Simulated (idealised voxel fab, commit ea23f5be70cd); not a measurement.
Module name: voxel self aligned vias (process module)
FYI the section here is cut, 175 nm wide, cells are 5 nm squares.
This document writes a cross-section as a grid whose cells are square, and gives it as bands, listed from the top down; one or more rows of cells form a band. The band entry comprises the height of the band's top followed by the height of its bottom, expressed in nm, and subsequently the band's materials from left to right, each stated together with its width in nm. Where a single material is marked with the word "edge to edge", that material fills the band from edge to edge. The word "blank" represents empty space. Heights are reckoned from 0. Under this level, the received wafer is all of one material. The bottommost band is open-ended downward, for example "from 0 down". When a width is written as two numbers, as in "30->40", the first number is the width in the top row of cells of the band and the second is the width in its bottom row, and the width changes by the same amount from each row to the next. A step reported as "nothing altered" is a step in which no cell of the cross-section changed. "Internal closed voids" lists enclosed empty spaces (at least 8 cells, no open path upward to the top), each as width x height at distance from the left edge, in nm. What comes after the settings on a step's line is commentary from the simulator itself on that step. A step's line can hold "overlay nm"; with a mask on that step, the setting says how far right of the planned place the mask lay, while a negative setting says it lay to the left. Reading key. Pairs: pre-step and post-step cross-section, one process step apart; post-step view only to lowest changed band. Step between + settings: beneath pair. Runs: pairs may be from different runs of this module, same starting wafer. Continuation from pair above: only where "Incoming profile" entry says.
Incoming profile
  from 60 to 40  blank 25 | lowk 50 | blank 100
  from 40 to 30  lowk 35 | SiN 30 | lowk 45 | SiN 30 | lowk 35
  from 30 to 20  lowk 35 | TiN 5 | Ru 20 | TiN 5 | lowk 45 | TiN 5 | Ru 20 | TiN 5 | lowk 35
  from 20 to 15  lowk 35 | TiN 30 | lowk 45 | TiN 30 | lowk 35
  from 15 to 10  SiCN edge to edge
  from 10 to 0  SiO2 edge to edge
  from 0 down  Si edge to edge
  Internal closed voids: none
Cross-Section After Step
  from 65 to 60  blank 20 | TiN 60 | blank 95
  from 60 to 45  blank 20 | TiN 5 | lowk 50 | TiN 5 | blank 95
  from 45 to 40  TiN 25 | lowk 50 | TiN 100
  Under 40: no change, same as before.
  Internal closed voids: none
Name the step between the before and after sections above: op CONFORMAL_DEP | material TiN | thk nm 5
Incoming profile: after-step cross-section of the pair just above applies.
Cross-Section After Step
  from 70 to 65  Cu edge to edge
  from 65 to 60  Cu 20 | TiN 60 | Cu 95
  from 60 to 45  Cu 20 | TiN 5 | lowk 50 | TiN 5 | Cu 95
  Under 45: no change, same as before.
  Internal closed voids: none
Name the step between the before and after sections above: op FILL_DEP | material Cu | thk nm 5
Incoming profile: after-step cross-section of the pair just above applies.
Cross-Section After Step
  from 60 to 45  Cu 20 | TiN 5 | lowk 50 | TiN 5 | Cu 95
  Under 45: no change, same as before.
  Internal closed voids: none
Name the step between the before and after sections above: op CMP | height nm 60
Incoming profile: after-step cross-section of the pair just above applies.
Cross-Section After Step
  from 65 to 60  SiN edge to edge
  Under 60: no change, same as before.
  Internal closed voids: none
Name the step between the before and after sections above: op CONFORMAL_DEP | material SiN | thk nm 5
